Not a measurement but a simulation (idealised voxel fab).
Process module, titled voxel self aligned vias
The cross-section on display is named cut; it measures 205 nm wide, and its cells are 5 nm squares.
Each cross-section below is a grid of square cells, stated as bands in top-down order, with one or more rows of cells making up each band.
First you get the band's top height and its bottom height, in nm, and then the materials it's made of, left to right, with each width in nm. If you see a single material with "edge to edge", that one covers the band edge to edge. "blank" is empty space.
Height reference: 0 = level under which incoming wafer is all one material. Lowest band: no bottom, runs on downward, e.g. "0 and below".
It should be noted that a width expressed as "30 to 40" varies in equal increments from row to row of cells within the band, taking the value of the first number at the top row and that of the second number at the bottom row.
"no modifications" after a step means that no cell of the cross-section changed.
Enclosed voids (no open way to top), threshold 8 cells or more, entry "Tabulated closed voids", notation width x height at distance, distance from left edge, nm.
Step line, after settings: the simulator's comment on this step.
A step's line can hold "overlay nm"; with a mask on that step, the setting says how far right of the planned place the mask lay, while a negative setting says it lay to the left.

[List of planned process steps]
1) RECEIVE | material Si
2) CONFORMAL_DEP | material SiO2 | thk nm 10
3) CONFORMAL_DEP | material SiCN | thk nm 5
4) DIRECTIONAL_DEP | material lowk | thk nm 30
5) DIRECTIONAL_DEP | material aC | thk nm 10
6) PATTERN | tone open | mask id LINES | material resist | width nm 15 | pitch nm 60 | thk nm 25 | overlay nm 0
7) DIRECTIONAL_ETCH | etch materials aC | depth nm 10
8) STRIP | etch materials resist
9) DIRECTIONAL_ETCH | etch materials lowk | depth nm 30
10) STRIP | etch materials aC
11) CONFORMAL_DEP | material TiN | thk nm 5
12) FILL_DEP | material W | thk nm 5
13) CMP | height nm 45
14) SELECTIVE_ETCH | etch materials W Ru TiN | depth nm 10
15) FILL_DEP | material SiN | thk nm 10
16) CMP | height nm 45
17) DIRECTIONAL_DEP | material lowk | thk nm 15
18) PATTERN | tone open | mask id VIAS | material resist | width nm 45 | pitch nm 60 | thk nm 15 | overlay nm 0
19) DIRECTIONAL_ETCH | etch materials lowk | depth nm 15
20) DIRECTIONAL_ETCH | etch materials SiN | depth nm 10
21) STRIP | etch materials resist
22) CONFORMAL_DEP | material TiN | thk nm 5
23) FILL_DEP | material Ru | thk nm 10
24) CMP | height nm 60
25) CONFORMAL_DEP | material SiN | thk nm 5
What sets these wafers apart? The width nm at step 6. They all start alike, and the plan carries the first wafer's value.

[As received, i.e. after step 1: cross-section through the first of several wafers]
    0 and below  Si edge to edge
    Tabulated closed voids: none

[Where each wafer stands at the end of the module, a row apiece: cells of each material gained (+) or lost (-) since it was received, then closed voids]
width nm 15; +32 Ru; +41 SiCN; +41 SiN; +82 SiO2; +52 TiN; +6 W; +279 lowk; Tabulated closed voids: none
width nm 20; +36 Ru; +41 SiCN; +41 SiN; +82 SiO2; +54 TiN; +12 W; +267 lowk; Tabulated closed voids: none
width nm 25; +40 Ru; +41 SiCN; +41 SiN; +82 SiO2; +56 TiN; +18 W; +255 lowk; Tabulated closed voids: none
width nm 30; +44 Ru; +41 SiCN; +41 SiN; +82 SiO2; +58 TiN; +24 W; +243 lowk; Tabulated closed voids: none
width nm 35; +48 Ru; +41 SiCN; +41 SiN; +82 SiO2; +60 TiN; +30 W; +231 lowk; Tabulated closed voids: none
width nm 40; +52 Ru; +41 SiCN; +41 SiN; +82 SiO2; +62 TiN; +36 W; +219 lowk; Tabulated closed voids: none
